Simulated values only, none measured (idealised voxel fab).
Proc. module: voxel ribs on slabs
For reference, the cross-section in this document is cut, with width 190 nm and square cells of 5 nm.
Reading order for cross-sections: top band down to bottom band. Underlying form: a grid of square cells. Band size: one or more rows of cells.
Heights first: top, then bottom, in nm. Then materials, left to right, each with a width in nm. "everywhere" on a single material: fills the band edge to edge. "empty": empty space.
Heads up on the height convention: 0 is the point under which the incoming wafer is all one material, and the lowest band has no bottom, it just keeps going down, like "0 nm and below".
It should be noted that a width expressed as "30 to 40" varies in equal increments from row to row of cells within the band, taking the value of the first number at the top row and that of the second number at the bottom row.
Step marked "nothing got changed"? Then no cell in the cross-section changed in it.
"Enclosed cavities" - sealed voids, min. 8 cells, no opening to top; format: width x height at distance (distance from left edge; nm throughout).
Text after the settings on a step's line: the simulator's own remark on that step.
overlay nm: where the mask lay relative to plan, measured to the right, on steps with a mask; negatives go left.
Before/after cross-section pairs, one process step each; after shown to lowest changed band; step and settings beneath. Pairs may be from different runs of this module on the same starting wafer; a pair continues from the one above only where its "Prior to processing" entry says so.

# Prior to processing
65 nm to 60 nm  empty: 80, then TiN: 30, then empty: 80
60 nm to 45 nm  SiO2 everywhere
45 nm to 35 nm  SiO2: 85, then SiN: 20, then SiO2: 85
35 nm to 20 nm  SiO2: 60, then SiN: 70, then SiO2: 60
20 nm to 0 nm  SiO2 everywhere
0 nm and below  Si everywhere
Enclosed cavities: none

# Structure After Step
75 nm to 70 nm  empty: 70, then aC: 50, then empty: 70
70 nm to 65 nm  aC everywhere
65 nm to 60 nm  aC: 80, then TiN: 30, then aC: 80
Below a height of 60, the structure has not been altered.
Enclosed cavities: none
Process step bridging the above cross-sections: CONFORMAL_DEP (material aC; thk nm 10)

# Prior to processing
45 nm to 35 nm  empty: 85, then SiN: 20, then empty: 85
35 nm to 20 nm  SiN everywhere
20 nm to 0 nm  SiO2 everywhere
0 nm and below  Si everywhere
Enclosed cavities: none

# Structure After Step
65 nm to 45 nm  resist: 60, then empty: 70, then resist: 60
45 nm to 35 nm  resist: 60, then empty: 25, then SiN: 20, then empty: 25, then resist: 60
Below a height of 35, the structure has not been altered.
Enclosed cavities: none
Process step bridging the above cross-sections: PATTERN (tone open; mask id SLAB; material resist; width nm 70; thk nm 20; overlay nm 0)

Prior to processing: The cross-section prior to this step is the one presented after the step of the pair immediately above.

# Structure After Step
65 nm to 35 nm  resist: 60, then empty: 70, then resist: 60
35 nm to 30 nm  SiN: 60, then empty: 70, then SiN: 60
30 nm to 20 nm  SiN: 60, then empty: 25, then SiN: 20, then empty: 25, then SiN: 60
Below a height of 20, the structure has not been altered.
Enclosed cavities: none
Process step bridging the above cross-sections: DIRECTIONAL_ETCH (etch materials SiN; depth nm 15)

Prior to processing: The cross-section prior to this step is the one presented after the step of the pair immediately above.

# Structure After Step
35 nm to 30 nm  SiN: 60, then empty: 70, then SiN: 60
Below a height of 30, the structure has not been altered.
Enclosed cavities: none
Process step bridging the above cross-sections: STRIP (etch materials resist)

Prior to processing: The cross-section prior to this step is the one presented after the step of the pair immediately above.

# Structure After Step
60 nm to 35 nm  SiO2 everywhere
35 nm to 30 nm  SiN: 60, then SiO2: 70, then SiN: 60
30 nm to 20 nm  SiN: 60, then SiO2: 25, then SiN: 20, then SiO2: 25, then SiN: 60
Below a height of 20, the structure has not been altered.
Enclosed cavities: none
Process step bridging the above cross-sections: FILL_DEP (material SiO2; thk nm 25)

Prior to processing: The cross-section prior to this step is the one presented after the step of the pair immediately above.

# Structure After Step
65 nm to 60 nm  TiN everywhere
Below a height of 60, the structure has not been altered.
Enclosed cavities: none
Process step bridging the above cross-sections: DIRECTIONAL_DEP (material TiN; thk nm 5)

Prior to processing: The cross-section prior to this step is the one presented after the step of the pair immediately above.

# Structure After Step
80 nm to 65 nm  aC everywhere
Below a height of 65, the structure has not been altered.
Enclosed cavities: none
Process step bridging the above cross-sections: DIRECTIONAL_DEP (material aC; thk nm 15)

Prior to processing: The cross-section prior to this step is the one presented after the step of the pair immediately above.

# Structure After Step
110 nm to 80 nm  empty: 80, then resist: 30, then empty: 80
Below a height of 80, the structure has not been altered.
Enclosed cavities: none
Process step bridging the above cross-sections: PATTERN (tone cover; mask id HEATER; material resist; width nm 30; thk nm 30; overlay nm 0)

Prior to processing: The cross-section prior to this step is the one presented after the step of the pair immediately above.

# Structure After Step
95 nm to 80 nm  empty: 80, then resist: 30, then empty: 80
80 nm to 65 nm  empty: 80, then aC: 30, then empty: 80
Below a height of 65, the structure has not been altered.
Enclosed cavities: none
Process step bridging the above cross-sections: DIRECTIONAL_ETCH (etch materials aC; depth nm 15)

Prior to processing: The cross-section prior to this step is the one presented after the step of the pair immediately above.

# Structure After Step
80 nm to 65 nm  empty: 80, then aC: 30, then empty: 80
Below a height of 65, the structure has not been altered.
Enclosed cavities: none
Process step bridging the above cross-sections: STRIP (etch materials resist)

Prior to processing: The cross-section prior to this step is the one presented after the step of the pair immediately above.

# Structure After Step
80 nm to 65 nm  empty: 80, then aC: 30, then empty: 80
65 nm to 60 nm  empty: 80, then TiN: 30, then empty: 80
Below a height of 60, the structure has not been altered.
Enclosed cavities: none
Process step bridging the above cross-sections: DIRECTIONAL_ETCH (etch materials TiN; depth nm 5)

Prior to processing: The cross-section prior to this step is the one presented after the step of the pair immediately above.

# Structure After Step
65 nm to 60 nm  empty: 80, then TiN: 30, then empty: 80
Below a height of 60, the structure has not been altered.
Enclosed cavities: none
Process step bridging the above cross-sections: STRIP (etch materials aC)

Prior to processing: The cross-section prior to this step is the one presented after the step of the pair immediately above.

# Structure After Step
75 nm to 70 nm  empty: 70, then SiO2: 50, then empty: 70
70 nm to 65 nm  SiO2 everywhere
65 nm to 60 nm  SiO2: 80, then TiN: 30, then SiO2: 80
Below a height of 60, the structure has not been altered.
Enclosed cavities: none
Process step bridging the above cross-sections: CONFORMAL_DEP (material SiO2; thk nm 10)
